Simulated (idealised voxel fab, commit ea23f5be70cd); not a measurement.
This is a process module. Its name is voxel ribs on slabs.
235 nm wide, 5 nm square cells: that's cross-section cut.
We lay out every cross-section as a grid of square cells and spell it out in bands from the top down, where one band means one or more rows of cells. Top height, bottom height, nm. Materials left to right, width each, nm. Single material + "full width" = fills band edge to edge. "blank" = empty. Note: height 0 marks the level under which the wafer is uniformly one material as received. Lowest band unbounded below, written "top 0, no bottom". It should be noted that a width expressed as "30->40" varies in equal increments from row to row of cells within the band, taking the value of the first number at the top row and that of the second number at the bottom row. When a step is marked "nothing was modified", none of the cells in the cross-section changed during that step. Look at "Trapped cavities" for the closed voids: empty spaces with no open path to the top, sized 8 cells or up. Each is width x height at distance, distance from the left edge, all nm. Post-settings text on a step line: simulator's own remark regarding the step. The "overlay nm" setting may appear on a step's line; for a step that uses a mask, it gives how far to the right of its planned position the mask lay, and a negative value indicates the left. Everything after this point is organized in pairs: a cross-section before one process step, a cross-section after it that shows only as deep as the lowest changed band, and, under the pair, the intervening step with its settings. Because different runs of this module on the same starting wafer can supply different pairs, a pair continues from the pair above it only if its entry headed "State before" says so.

State before:
    top 0, no bottom | Si full width
    Trapped cavities: none

Post-Step Snapshot:
    top 20, bottom 0 | SiO2 full width
    Below a height of 0, the structure has not been altered.
    Trapped cavities: none
So what happens between those two cross-sections up there? DIRECTIONAL_DEP (material SiO2; thk nm 20)

State before: as in the pair right above, post-step view.

Post-Step Snapshot:
    top 35, bottom 20 | polySi full width
    Below a height of 20, the structure has not been altered.
    Trapped cavities: none
So what happens between those two cross-sections up there? DIRECTIONAL_DEP (material polySi; thk nm 15)

State before: as in the pair right above, post-step view.

Post-Step Snapshot:
    top 50, bottom 35 | aC full width
    Below a height of 35, the structure has not been altered.
    Trapped cavities: none
So what happens between those two cross-sections up there? DIRECTIONAL_DEP (material aC; thk nm 15)

State before: as in the pair right above, post-step view.

Post-Step Snapshot:
    top 80, bottom 50 | blank 100, resist 30, blank 105
    Below a height of 50, the structure has not been altered.
    Trapped cavities: none
So what happens between those two cross-sections up there? PATTERN (tone cover; mask id RIB; material resist; width nm 30; thk nm 30; overlay nm 0)

State before: as in the pair right above, post-step view.

Post-Step Snapshot:
    top 65, bottom 50 | blank 100, resist 30, blank 105
    top 50, bottom 35 | blank 100, aC 30, blank 105
    Below a height of 35, the structure has not been altered.
    Trapped cavities: none
So what happens between those two cross-sections up there? DIRECTIONAL_ETCH (etch materials aC; depth nm 15)

State before: as in the pair right above, post-step view.

Post-Step Snapshot:
    top 50, bottom 35 | blank 100, aC 30, blank 105
    Below a height of 35, the structure has not been altered.
    Trapped cavities: none
So what happens between those two cross-sections up there? STRIP (etch materials resist)

State before: as in the pair right above, post-step view.

Post-Step Snapshot:
    top 50, bottom 35 | blank 100, aC 30, blank 105
    top 35, bottom 30 | blank 100, polySi 30, blank 105
    Below a height of 30, the structure has not been altered.
    Trapped cavities: none
So what happens between those two cross-sections up there? DIRECTIONAL_ETCH (etch materials polySi; depth nm 5)

State before: as in the pair right above, post-step view.

Post-Step Snapshot:
    top 35, bottom 30 | blank 100, polySi 30, blank 105
    Below a height of 30, the structure has not been altered.
    Trapped cavities: none
So what happens between those two cross-sections up there? STRIP (etch materials aC)

State before: as in the pair right above, post-step view.

Post-Step Snapshot:
    top 35, bottom 30 | blank 100, polySi 30, blank 105
    top 30, bottom 20 | blank 75, polySi 80, blank 80
    Below a height of 20, the structure has not been altered.
    Trapped cavities: none
So what happens between those two cross-sections up there? MASKED_ETCH (tone cover; mask id SLAB; width nm 80; etch materials polySi; depth nm 10; overlay nm 0)

State before: as in the pair right above, post-step view.

Post-Step Snapshot:
    top 65, bottom 35 | SiO2 full width
    top 35, bottom 30 | SiO2 100, polySi 30, SiO2 105
    top 30, bottom 20 | SiO2 75, polySi 80, SiO2 80
    Below a height of 20, the structure has not been altered.
    Trapped cavities: none
So what happens between those two cross-sections up there? FILL_DEP (material SiO2; thk nm 30)

State before: as in the pair right above, post-step view.

Post-Step Snapshot:
    top 55, bottom 35 | SiO2 full width
    Below a height of 35, the structure has not been altered.
    Trapped cavities: none
So what happens between those two cross-sections up there? CMP (height nm 55)

State before: as in the pair right above, post-step view.

Post-Step Snapshot:
    top 60, bottom 55 | W full width
    Below a height of 55, the structure has not been altered.
    Trapped cavities: none
So what happens between those two cross-sections up there? DIRECTIONAL_DEP (material W; thk nm 5)

State before: as in the pair right above, post-step view.

Post-Step Snapshot:
    top 75, bottom 60 | aC full width
    Below a height of 60, the structure has not been altered.
    Trapped cavities: none
So what happens between those two cross-sections up there? DIRECTIONAL_DEP (material aC; thk nm 15)

State before: as in the pair right above, post-step view.

Post-Step Snapshot:
    top 105, bottom 75 | blank 95, resist 40, blank 100
    Below a height of 75, the structure has not been altered.
    Trapped cavities: none
So what happens between those two cross-sections up there? PATTERN (tone cover; mask id HEATER; material resist; width nm 40; thk nm 30; overlay nm 0)

State before: as in the pair right above, post-step view.

Post-Step Snapshot:
    top 90, bottom 75 | blank 95, resist 40, blank 100
    top 75, bottom 60 | blank 95, aC 40, blank 100
    Below a height of 60, the structure has not been altered.
    Trapped cavities: none
So what happens between those two cross-sections up there? DIRECTIONAL_ETCH (etch materials aC; depth nm 15)

State before: as in the pair right above, post-step view.

Post-Step Snapshot:
    top 75, bottom 60 | blank 95, aC 40, blank 100
    Below a height of 60, the structure has not been altered.
    Trapped cavities: none
So what happens between those two cross-sections up there? STRIP (etch materials resist)

State before: as in the pair right above, post-step view.

Post-Step Snapshot:
    top 75, bottom 60 | blank 95, aC 40, blank 100
    top 60, bottom 55 | blank 95, W 40, blank 100
    Below a height of 55, the structure has not been altered.
    Trapped cavities: none
So what happens between those two cross-sections up there? DIRECTIONAL_ETCH (etch materials W; depth nm 5)

State before: as in the pair right above, post-step view.

Post-Step Snapshot:
    top 60, bottom 55 | blank 95, W 40, blank 100
    Below a height of 55, the structure has not been altered.
    Trapped cavities: none
So what happens between those two cross-sections up there? STRIP (etch materials aC)

State before: as in the pair right above, post-step view.

Post-Step Snapshot:
    top 65, bottom 60 | blank 90, SiO2 50, blank 95
    top 60, bottom 55 | SiO2 95, W 40, SiO2 100
    Below a height of 55, the structure has not been altered.
    Trapped cavities: none
So what happens between those two cross-sections up there? CONFORMAL_DEP (material SiO2; thk nm 5)

State before:
    top 20, bottom 0 | SiO2 full width
    top 0, no bottom | Si full width
    Trapped cavities: none

Post-Step Snapshot:
    top 40, bottom 0 | SiO2 full width
    Below a height of 0, the structure has not been altered.
    Trapped cavities: none
So what happens between those two cross-sections up there? DIRECTIONAL_DEP (material SiO2; thk nm 20)

State before: as in the pair right above, post-step view.

Post-Step Snapshot:
    top 55, bottom 40 | polySi full width
    Below a height of 40, the structure has not been altered.
    Trapped cavities: none
So what happens between those two cross-sections up there? DIRECTIONAL_DEP (material polySi; thk nm 15)

State before: as in the pair right above, post-step view.

Post-Step Snapshot:
    top 70, bottom 55 | aC full width
    Below a height of 55, the structure has not been altered.
    Trapped cavities: none
So what happens between those two cross-sections up there? DIRECTIONAL_DEP (material aC; thk nm 15)

State before: as in the pair right above, post-step view.

Post-Step Snapshot:
    top 100, bottom 70 | blank 100, resist 30, blank 105
    Below a height of 70, the structure has not been altered.
    Trapped cavities: none
So what happens between those two cross-sections up there? PATTERN (tone cover; mask id RIB; material resist; width nm 30; thk nm 30; overlay nm 0)

State before: as in the pair right above, post-step view.

Post-Step Snapshot:
    top 85, bottom 70 | blank 100, resist 30, blank 105
    top 70, bottom 55 | blank 100, aC 30, blank 105
    Below a height of 55, the structure has not been altered.
    Trapped cavities: none
So what happens between those two cross-sections up there? DIRECTIONAL_ETCH (etch materials aC; depth nm 15)

State before: as in the pair right above, post-step view.

Post-Step Snapshot:
    top 70, bottom 55 | blank 100, aC 30, blank 105
    Below a height of 55, the structure has not been altered.
    Trapped cavities: none
So what happens between those two cross-sections up there? STRIP (etch materials resist)

State before: as in the pair right above, post-step view.

Post-Step Snapshot:
    top 70, bottom 55 | blank 100, aC 30, blank 105
    top 55, bottom 50 | blank 100, polySi 30, blank 105
    Below a height of 50, the structure has not been altered.
    Trapped cavities: none
So what happens between those two cross-sections up there? DIRECTIONAL_ETCH (etch materials polySi; depth nm 5)

State before: as in the pair right above, post-step view.

Post-Step Snapshot:
    top 55, bottom 50 | blank 100, polySi 30, blank 105
    Below a height of 50, the structure has not been altered.
    Trapped cavities: none
So what happens between those two cross-sections up there? STRIP (etch materials aC)

State before: as in the pair right above, post-step view.

Post-Step Snapshot:
    top 55, bottom 50 | blank 100, polySi 30, blank 105
    top 50, bottom 40 | blank 75, polySi 80, blank 80
    Below a height of 40, the structure has not been altered.
    Trapped cavities: none
So what happens between those two cross-sections up there? MASKED_ETCH (tone cover; mask id SLAB; width nm 80; etch materials polySi; depth nm 10; overlay nm 0)

State before: as in the pair right above, post-step view.

Post-Step Snapshot:
    top 85, bottom 55 | SiO2 full width
    top 55, bottom 50 | SiO2 100, polySi 30, SiO2 105
    top 50, bottom 40 | SiO2 75, polySi 80, SiO2 80
    Below a height of 40, the structure has not been altered.
    Trapped cavities: none
So what happens between those two cross-sections up there? FILL_DEP (material SiO2; thk nm 30)

State before: as in the pair right above, post-step view.

Post-Step Snapshot:
    top 55, bottom 50 | SiO2 100, polySi 30, SiO2 105
    Below a height of 50, the structure has not been altered.
    Trapped cavities: none
So what happens between those two cross-sections up there? CMP (height nm 55)

State before: as in the pair right above, post-step view.

Post-Step Snapshot:
    top 60, bottom 55 | W full width
    Below a height of 55, the structure has not been altered.
    Trapped cavities: none
So what happens between those two cross-sections up there? DIRECTIONAL_DEP (material W; thk nm 5)

State before: as in the pair right above, post-step view.

Post-Step Snapshot:
    top 75, bottom 60 | aC full width
    Below a height of 60, the structure has not been altered.
    Trapped cavities: none
So what happens between those two cross-sections up there? DIRECTIONAL_DEP (material aC; thk nm 15)

State before: as in the pair right above, post-step view.

Post-Step Snapshot:
    top 105, bottom 75 | blank 95, resist 40, blank 100
    Below a height of 75, the structure has not been altered.
    Trapped cavities: none
So what happens between those two cross-sections up there? PATTERN (tone cover; mask id HEATER; material resist; width nm 40; thk nm 30; overlay nm 0)

State before: as in the pair right above, post-step view.

Post-Step Snapshot:
    top 90, bottom 75 | blank 95, resist 40, blank 100
    top 75, bottom 60 | blank 95, aC 40, blank 100
    Below a height of 60, the structure has not been altered.
    Trapped cavities: none
So what happens between those two cross-sections up there? DIRECTIONAL_ETCH (etch materials aC; depth nm 15)

State before: as in the pair right above, post-step view.

Post-Step Snapshot:
    top 75, bottom 60 | blank 95, aC 40, blank 100
    Below a height of 60, the structure has not been altered.
    Trapped cavities: none
So what happens between those two cross-sections up there? STRIP (etch materials resist)

State before: as in the pair right above, post-step view.

Post-Step Snapshot:
    top 75, bottom 60 | blank 95, aC 40, blank 100
    top 60, bottom 55 | blank 95, W 40, blank 100
    Below a height of 55, the structure has not been altered.
    Trapped cavities: none
So what happens between those two cross-sections up there? DIRECTIONAL_ETCH (etch materials W; depth nm 5)

State before: as in the pair right above, post-step view.

Post-Step Snapshot:
    top 60, bottom 55 | blank 95, W 40, blank 100
    Below a height of 55, the structure has not been altered.
    Trapped cavities: none
So what happens between those two cross-sections up there? STRIP (etch materials aC)

State before: as in the pair right above, post-step view.

Post-Step Snapshot:
    top 65, bottom 60 | blank 90, SiO2 50, blank 95
    top 60, bottom 55 | SiO2 95, W 40, SiO2 100
    Below a height of 55, the structure has not been altered.
    Trapped cavities: none
So what happens between those two cross-sections up there? CONFORMAL_DEP (material SiO2; thk nm 5)

State before:
    top 0, no bottom | Si full width
    Trapped cavities: none

Post-Step Snapshot:
    top 15, bottom 0 | polySi full width
    Below a height of 0, the structure has not been altered.
    Trapped cavities: none
So what happens between those two cross-sections up there? DIRECTIONAL_DEP (material polySi; thk nm 15)

State before: as in the pair right above, post-step view.

Post-Step Snapshot:
    top 35, bottom 15 | SiO2 full width
    Below a height of 15, the structure has not been altered.
    Trapped cavities: none
So what happens between those two cross-sections up there? DIRECTIONAL_DEP (material SiO2; thk nm 20)

State before: as in the pair right above, post-step view.

Post-Step Snapshot:
    top 50, bottom 35 | aC full width
    Below a height of 35, the structure has not been altered.
    Trapped cavities: none
So what happens between those two cross-sections up there? DIRECTIONAL_DEP (material aC; thk nm 15)

State before: as in the pair right above, post-step view.

Post-Step Snapshot:
    top 80, bottom 50 | blank 100, resist 30, blank 105
    Below a height of 50, the structure has not been altered.
    Trapped cavities: none
So what happens between those two cross-sections up there? PATTERN (tone cover; mask id RIB; material resist; width nm 30; thk nm 30; overlay nm 0)

State before: as in the pair right above, post-step view.

Post-Step Snapshot:
    top 65, bottom 50 | blank 100, resist 30, blank 105
    top 50, bottom 35 | blank 100, aC 30, blank 105
    Below a height of 35, the structure has not been altered.
    Trapped cavities: none
So what happens between those two cross-sections up there? DIRECTIONAL_ETCH (etch materials aC; depth nm 15)

State before: as in the pair right above, post-step view.

Post-Step Snapshot:
    top 50, bottom 35 | blank 100, aC 30, blank 105
    Below a height of 35, the structure has not been altered.
    Trapped cavities: none
So what happens between those two cross-sections up there? STRIP (etch materials resist)

State before: as in the pair right above, post-step view.

Post-Step Snapshot:
    top 35, bottom 15 | SiO2 full width
    Below a height of 15, the structure has not been altered.
    Trapped cavities: none
So what happens between those two cross-sections up there? STRIP (etch materials aC)

State before: as in the pair right above, post-step view.

Post-Step Snapshot:
    top 65, bottom 15 | SiO2 full width
    Below a height of 15, the structure has not been altered.
    Trapped cavities: none
So what happens between those two cross-sections up there? FILL_DEP (material SiO2; thk nm 30)

State before: as in the pair right above, post-step view.

Post-Step Snapshot:
    top 55, bottom 15 | SiO2 full width
    Below a height of 15, the structure has not been altered.
    Trapped cavities: none
So what happens between those two cross-sections up there? CMP (height nm 55)

State before: as in the pair right above, post-step view.

Post-Step Snapshot:
    top 60, bottom 55 | W full width
    Below a height of 55, the structure has not been altered.
    Trapped cavities: none
So what happens between those two cross-sections up there? DIRECTIONAL_DEP (material W; thk nm 5)

State before: as in the pair right above, post-step view.

Post-Step Snapshot:
    top 75, bottom 60 | aC full width
    Below a height of 60, the structure has not been altered.
    Trapped cavities: none
So what happens between those two cross-sections up there? DIRECTIONAL_DEP (material aC; thk nm 15)

State before: as in the pair right above, post-step view.

Post-Step Snapshot:
    top 105, bottom 75 | blank 95, resist 40, blank 100
    Below a height of 75, the structure has not been altered.
    Trapped cavities: none
So what happens between those two cross-sections up there? PATTERN (tone cover; mask id HEATER; material resist; width nm 40; thk nm 30; overlay nm 0)

State before: as in the pair right above, post-step view.

Post-Step Snapshot:
    top 90, bottom 75 | blank 95, resist 40, blank 100
    top 75, bottom 60 | blank 95, aC 40, blank 100
    Below a height of 60, the structure has not been altered.
    Trapped cavities: none
So what happens between those two cross-sections up there? DIRECTIONAL_ETCH (etch materials aC; depth nm 15)

State before: as in the pair right above, post-step view.

Post-Step Snapshot:
    top 75, bottom 60 | blank 95, aC 40, blank 100
    Below a height of 60, the structure has not been altered.
    Trapped cavities: none
So what happens between those two cross-sections up there? STRIP (etch materials resist)

State before: as in the pair right above, post-step view.

Post-Step Snapshot:
    top 75, bottom 60 | blank 95, aC 40, blank 100
    top 60, bottom 55 | blank 95, W 40, blank 100
    Below a height of 55, the structure has not been altered.
    Trapped cavities: none
So what happens between those two cross-sections up there? DIRECTIONAL_ETCH (etch materials W; depth nm 5)

State before: as in the pair right above, post-step view.

Post-Step Snapshot:
    top 60, bottom 55 | blank 95, W 40, blank 100
    Below a height of 55, the structure has not been altered.
    Trapped cavities: none
So what happens between those two cross-sections up there? STRIP (etch materials aC)

State before: as in the pair right above, post-step view.

Post-Step Snapshot:
    top 65, bottom 60 | blank 90, SiO2 50, blank 95
    top 60, bottom 55 | SiO2 95, W 40, SiO2 100
    Below a height of 55, the structure has not been altered.
    Trapped cavities: none
So what happens between those two cross-sections up there? CONFORMAL_DEP (material SiO2; thk nm 5)

State before:
    top 65, bottom 35 | SiO2 full width
    top 35, bottom 30 | SiO2 100, polySi 30, SiO2 105
    top 30, bottom 20 | SiO2 75, polySi 80, SiO2 80
    top 20, bottom 0 | SiO2 full width
    top 0, no bottom | Si full width
    Trapped cavities: none

Post-Step Snapshot:
    top 50, bottom 35 | SiO2 full width
    Below a height of 35, the structure has not been altered.
    Trapped cavities: none
So what happens between those two cross-sections up there? CMP (height nm 50)

State before: as in the pair right above, post-step view.

Post-Step Snapshot:
    top 55, bottom 50 | W full width
    Below a height of 50, the structure has not been altered.
    Trapped cavities: none
So what happens between those two cross-sections up there? DIRECTIONAL_DEP (material W; thk nm 5)

State before: as in the pair right above, post-step view.

Post-Step Snapshot:
    top 70, bottom 55 | aC full width
    Below a height of 55, the structure has not been altered.
    Trapped cavities: none
So what happens between those two cross-sections up there? DIRECTIONAL_DEP (material aC; thk nm 15)

State before: as in the pair right above, post-step view.

Post-Step Snapshot:
    top 100, bottom 70 | blank 95, resist 40, blank 100
    Below a height of 70, the structure has not been altered.
    Trapped cavities: none
So what happens between those two cross-sections up there? PATTERN (tone cover; mask id HEATER; material resist; width nm 40; thk nm 30; overlay nm 0)

State before: as in the pair right above, post-step view.

Post-Step Snapshot:
    top 85, bottom 70 | blank 95, resist 40, blank 100
    top 70, bottom 55 | blank 95, aC 40, blank 100
    Below a height of 55, the structure has not been altered.
    Trapped cavities: none
So what happens between those two cross-sections up there? DIRECTIONAL_ETCH (etch materials aC; depth nm 15)

State before: as in the pair right above, post-step view.

Post-Step Snapshot:
    top 70, bottom 55 | blank 95, aC 40, blank 100
    Below a height of 55, the structure has not been altered.
    Trapped cavities: none
So what happens between those two cross-sections up there? STRIP (etch materials resist)

State before: as in the pair right above, post-step view.

Post-Step Snapshot:
    top 70, bottom 55 | blank 95, aC 40, blank 100
    top 55, bottom 50 | blank 95, W 40, blank 100
    Below a height of 50, the structure has not been altered.
    Trapped cavities: none
So what happens between those two cross-sections up there? DIRECTIONAL_ETCH (etch materials W; depth nm 5)

State before: as in the pair right above, post-step view.

Post-Step Snapshot:
    top 55, bottom 50 | blank 95, W 40, blank 100
    Below a height of 50, the structure has not been altered.
    Trapped cavities: none
So what happens between those two cross-sections up there? STRIP (etch materials aC)

State before: as in the pair right above, post-step view.

Post-Step Snapshot:
    top 60, bottom 55 | blank 90, SiO2 50, blank 95
    top 55, bottom 50 | SiO2 95, W 40, SiO2 100
    Below a height of 50, the structure has not been altered.
    Trapped cavities: none
So what happens between those two cross-sections up there? CONFORMAL_DEP (material SiO2; thk nm 5)

State before:
    top 50, bottom 35 | aC full width
    top 35, bottom 20 | polySi full width
    top 20, bottom 0 | SiO2 full width
    top 0, no bottom | Si full width
    Trapped cavities: none

Post-Step Snapshot:
    top 80, bottom 50 | blank 105, resist 25, blank 105
    Below a height of 50, the structure has not been altered.
    Trapped cavities: none
So what happens between those two cross-sections up there? PATTERN (tone cover; mask id RIB; material resist; width nm 25; thk nm 30; overlay nm 0)

State before: as in the pair right above, post-step view.

Post-Step Snapshot:
    top 65, bottom 50 | blank 105, resist 25, blank 105
    top 50, bottom 35 | blank 105, aC 25, blank 105
    Below a height of 35, the structure has not been altered.
    Trapped cavities: none
So what happens between those two cross-sections up there? DIRECTIONAL_ETCH (etch materials aC; depth nm 15)

State before: as in the pair right above, post-step view.

Post-Step Snapshot:
    top 50, bottom 35 | blank 105, aC 25, blank 105
    Below a height of 35, the structure has not been altered.
    Trapped cavities: none
So what happens between those two cross-sections up there? STRIP (etch materials resist)

State before: as in the pair right above, post-step view.

Post-Step Snapshot:
    top 50, bottom 35 | blank 105, aC 25, blank 105
    top 35, bottom 30 | blank 105, polySi 25, blank 105
    Below a height of 30, the structure has not been altered.
    Trapped cavities: none
So what happens between those two cross-sections up there? DIRECTIONAL_ETCH (etch materials polySi; depth nm 5)

State before: as in the pair right above, post-step view.

Post-Step Snapshot:
    top 35, bottom 30 | blank 105, polySi 25, blank 105
    Below a height of 30, the structure has not been altered.
    Trapped cavities: none
So what happens between those two cross-sections up there? STRIP (etch materials aC)

State before: as in the pair right above, post-step view.

Post-Step Snapshot:
    top 35, bottom 30 | blank 105, polySi 25, blank 105
    top 30, bottom 20 | blank 75, polySi 80, blank 80
    Below a height of 20, the structure has not been altered.
    Trapped cavities: none
So what happens between those two cross-sections up there? MASKED_ETCH (tone cover; mask id SLAB; width nm 80; etch materials polySi; depth nm 10; overlay nm 0)

State before: as in the pair right above, post-step view.

Post-Step Snapshot:
    top 65, bottom 35 | SiO2 full width
    top 35, bottom 30 | SiO2 105, polySi 25, SiO2 105
    top 30, bottom 20 | SiO2 75, polySi 80, SiO2 80
    Below a height of 20, the structure has not been altered.
    Trapped cavities: none
So what happens between those two cross-sections up there? FILL_DEP (material SiO2; thk nm 30)

State before: as in the pair right above, post-step view.

Post-Step Snapshot:
    top 55, bottom 35 | SiO2 full width
    Below a height of 35, the structure has not been altered.
    Trapped cavities: none
So what happens between those two cross-sections up there? CMP (height nm 55)

State before: as in the pair right above, post-step view.

Post-Step Snapshot:
    top 60, bottom 55 | W full width
    Below a height of 55, the structure has not been altered.
    Trapped cavities: none
So what happens between those two cross-sections up there? DIRECTIONAL_DEP (material W; thk nm 5)

State before: as in the pair right above, post-step view.

Post-Step Snapshot:
    top 75, bottom 60 | aC full width
    Below a height of 60, the structure has not been altered.
    Trapped cavities: none
So what happens between those two cross-sections up there? DIRECTIONAL_DEP (material aC; thk nm 15)

State before: as in the pair right above, post-step view.

Post-Step Snapshot:
    top 105, bottom 75 | blank 95, resist 40, blank 100
    Below a height of 75, the structure has not been altered.
    Trapped cavities: none
So what happens between those two cross-sections up there? PATTERN (tone cover; mask id HEATER; material resist; width nm 40; thk nm 30; overlay nm 0)

State before: as in the pair right above, post-step view.

Post-Step Snapshot:
    top 90, bottom 75 | blank 95, resist 40, blank 100
    top 75, bottom 60 | blank 95, aC 40, blank 100
    Below a height of 60, the structure has not been altered.
    Trapped cavities: none
So what happens between those two cross-sections up there? DIRECTIONAL_ETCH (etch materials aC; depth nm 15)

State before: as in the pair right above, post-step view.

Post-Step Snapshot:
    top 75, bottom 60 | blank 95, aC 40, blank 100
    Below a height of 60, the structure has not been altered.
    Trapped cavities: none
So what happens between those two cross-sections up there? STRIP (etch materials resist)

State before: as in the pair right above, post-step view.

Post-Step Snapshot:
    top 75, bottom 60 | blank 95, aC 40, blank 100
    top 60, bottom 55 | blank 95, W 40, blank 100
    Below a height of 55, the structure has not been altered.
    Trapped cavities: none
So what happens between those two cross-sections up there? DIRECTIONAL_ETCH (etch materials W; depth nm 5)

State before: as in the pair right above, post-step view.

Post-Step Snapshot:
    top 60, bottom 55 | blank 95, W 40, blank 100
    Below a height of 55, the structure has not been altered.
    Trapped cavities: none
So what happens between those two cross-sections up there? STRIP (etch materials aC)

State before: as in the pair right above, post-step view.

Post-Step Snapshot:
    top 65, bottom 60 | blank 90, SiO2 50, blank 95
    top 60, bottom 55 | SiO2 95, W 40, SiO2 100
    Below a height of 55, the structure has not been altered.
    Trapped cavities: none
So what happens between those two cross-sections up there? CONFORMAL_DEP (material SiO2; thk nm 5)

State before:
    top 50, bottom 35 | aC full width
    top 35, bottom 20 | polySi full width
    top 20, bottom 0 | SiO2 full width
    top 0, no bottom | Si full width
    Trapped cavities: none

Post-Step Snapshot:
    top 80, bottom 50 | blank 110, resist 30, blank 95
    Below a height of 50, the structure has not been altered.
    Trapped cavities: none
So what happens between those two cross-sections up there? PATTERN (tone cover; mask id RIB; material resist; width nm 30; thk nm 30; overlay nm 10)

State before: as in the pair right above, post-step view.

Post-Step Snapshot:
    top 65, bottom 50 | blank 110, resist 30, blank 95
    top 50, bottom 35 | blank 110, aC 30, blank 95
    Below a height of 35, the structure has not been altered.
    Trapped cavities: none
So what happens between those two cross-sections up there? DIRECTIONAL_ETCH (etch materials aC; depth nm 15)

State before: as in the pair right above, post-step view.

Post-Step Snapshot:
    top 50, bottom 35 | blank 110, aC 30, blank 95
    Below a height of 35, the structure has not been altered.
    Trapped cavities: none
So what happens between those two cross-sections up there? STRIP (etch materials resist)

State before: as in the pair right above, post-step view.

Post-Step Snapshot:
    top 50, bottom 35 | blank 110, aC 30, blank 95
    top 35, bottom 30 | blank 110, polySi 30, blank 95
    Below a height of 30, the structure has not been altered.
    Trapped cavities: none
So what happens between those two cross-sections up there? DIRECTIONAL_ETCH (etch materials polySi; depth nm 5)

State before: as in the pair right above, post-step view.

Post-Step Snapshot:
    top 35, bottom 30 | blank 110, polySi 30, blank 95
    Below a height of 30, the structure has not been altered.
    Trapped cavities: none
So what happens between those two cross-sections up there? STRIP (etch materials aC)

State before: as in the pair right above, post-step view.

Post-Step Snapshot:
    top 35, bottom 30 | blank 110, polySi 30, blank 95
    top 30, bottom 20 | blank 75, polySi 80, blank 80
    Below a height of 20, the structure has not been altered.
    Trapped cavities: none
So what happens between those two cross-sections up there? MASKED_ETCH (tone cover; mask id SLAB; width nm 80; etch materials polySi; depth nm 10; overlay nm 0)

State before: as in the pair right above, post-step view.

Post-Step Snapshot:
    top 65, bottom 35 | SiO2 full width
    top 35, bottom 30 | SiO2 110, polySi 30, SiO2 95
    top 30, bottom 20 | SiO2 75, polySi 80, SiO2 80
    Below a height of 20, the structure has not been altered.
    Trapped cavities: none
So what happens between those two cross-sections up there? FILL_DEP (material SiO2; thk nm 30)

State before: as in the pair right above, post-step view.

Post-Step Snapshot:
    top 55, bottom 35 | SiO2 full width
    Below a height of 35, the structure has not been altered.
    Trapped cavities: none
So what happens between those two cross-sections up there? CMP (height nm 55)

State before: as in the pair right above, post-step view.

Post-Step Snapshot:
    top 60, bottom 55 | W full width
    Below a height of 55, the structure has not been altered.
    Trapped cavities: none
So what happens between those two cross-sections up there? DIRECTIONAL_DEP (material W; thk nm 5)

State before: as in the pair right above, post-step view.

Post-Step Snapshot:
    top 75, bottom 60 | aC full width
    Below a height of 60, the structure has not been altered.
    Trapped cavities: none
So what happens between those two cross-sections up there? DIRECTIONAL_DEP (material aC; thk nm 15)

State before: as in the pair right above, post-step view.

Post-Step Snapshot:
    top 105, bottom 75 | blank 95, resist 40, blank 100
    Below a height of 75, the structure has not been altered.
    Trapped cavities: none
So what happens between those two cross-sections up there? PATTERN (tone cover; mask id HEATER; material resist; width nm 40; thk nm 30; overlay nm 0)

State before: as in the pair right above, post-step view.

Post-Step Snapshot:
    top 90, bottom 75 | blank 95, resist 40, blank 100
    top 75, bottom 60 | blank 95, aC 40, blank 100
    Below a height of 60, the structure has not been altered.
    Trapped cavities: none
So what happens between those two cross-sections up there? DIRECTIONAL_ETCH (etch materials aC; depth nm 15)

State before: as in the pair right above, post-step view.

Post-Step Snapshot:
    top 75, bottom 60 | blank 95, aC 40, blank 100
    Below a height of 60, the structure has not been altered.
    Trapped cavities: none
So what happens between those two cross-sections up there? STRIP (etch materials resist)

State before: as in the pair right above, post-step view.

Post-Step Snapshot:
    top 75, bottom 60 | blank 95, aC 40, blank 100
    top 60, bottom 55 | blank 95, W 40, blank 100
    Below a height of 55, the structure has not been altered.
    Trapped cavities: none
So what happens between those two cross-sections up there? DIRECTIONAL_ETCH (etch materials W; depth nm 5)

State before: as in the pair right above, post-step view.

Post-Step Snapshot:
    top 60, bottom 55 | blank 95, W 40, blank 100
    Below a height of 55, the structure has not been altered.
    Trapped cavities: none
So what happens between those two cross-sections up there? STRIP (etch materials aC)

State before: as in the pair right above, post-step view.

Post-Step Snapshot:
    top 65, bottom 60 | blank 90, SiO2 50, blank 95
    top 60, bottom 55 | SiO2 95, W 40, SiO2 100
    Below a height of 55, the structure has not been altered.
    Trapped cavities: none
So what happens between those two cross-sections up there? CONFORMAL_DEP (material SiO2; thk nm 5)

State before:
    top 35, bottom 30 | blank 100, polySi 30, blank 105
    top 30, bottom 20 | blank 75, polySi 80, blank 80
    top 20, bottom 0 | SiO2 full width
    top 0, no bottom | Si full width
    Trapped cavities: none

Post-Step Snapshot:
    top 65, bottom 35 | W full width
    top 35, bottom 30 | W 100, polySi 30, W 105
    top 30, bottom 20 | W 75, polySi 80, W 80
    Below a height of 20, the structure has not been altered.
    Trapped cavities: none
So what happens between those two cross-sections up there? FILL_DEP (material W; thk nm 30)

State before: as in the pair right above, post-step view.

Post-Step Snapshot:
    top 55, bottom 35 | W full width
    Below a height of 35, the structure has not been altered.
    Trapped cavities: none
So what happens between those two cross-sections up there? CMP (height nm 55)

State before: as in the pair right above, post-step view.

Post-Step Snapshot:
    top 60, bottom 35 | W full width
    Below a height of 35, the structure has not been altered.
    Trapped cavities: none
So what happens between those two cross-sections up there? DIRECTIONAL_DEP (material W; thk nm 5)

State before: as in the pair right above, post-step view.

Post-Step Snapshot:
    top 75, bottom 60 | aC full width
    Below a height of 60, the structure has not been altered.
    Trapped cavities: none
So what happens between those two cross-sections up there? DIRECTIONAL_DEP (material aC; thk nm 15)

State before: as in the pair right above, post-step view.

Post-Step Snapshot:
    top 105, bottom 75 | blank 95, resist 40, blank 100
    Below a height of 75, the structure has not been altered.
    Trapped cavities: none
So what happens between those two cross-sections up there? PATTERN (tone cover; mask id HEATER; material resist; width nm 40; thk nm 30; overlay nm 0)

State before: as in the pair right above, post-step view.

Post-Step Snapshot:
    top 90, bottom 75 | blank 95, resist 40, blank 100
    top 75, bottom 60 | blank 95, aC 40, blank 100
    Below a height of 60, the structure has not been altered.
    Trapped cavities: none
So what happens between those two cross-sections up there? DIRECTIONAL_ETCH (etch materials aC; depth nm 15)

State before: as in the pair right above, post-step view.

Post-Step Snapshot:
    top 75, bottom 60 | blank 95, aC 40, blank 100
    Below a height of 60, the structure has not been altered.
    Trapped cavities: none
So what happens between those two cross-sections up there? STRIP (etch materials resist)

State before: as in the pair right above, post-step view.

Post-Step Snapshot:
    top 75, bottom 60 | blank 95, aC 40, blank 100
    top 60, bottom 55 | blank 95, W 40, blank 100
    Below a height of 55, the structure has not been altered.
    Trapped cavities: none
So what happens between those two cross-sections up there? DIRECTIONAL_ETCH (etch materials W; depth nm 5)

State before: as in the pair right above, post-step view.

Post-Step Snapshot:
    top 60, bottom 55 | blank 95, W 40, blank 100
    Below a height of 55, the structure has not been altered.
    Trapped cavities: none
So what happens between those two cross-sections up there? STRIP (etch materials aC)
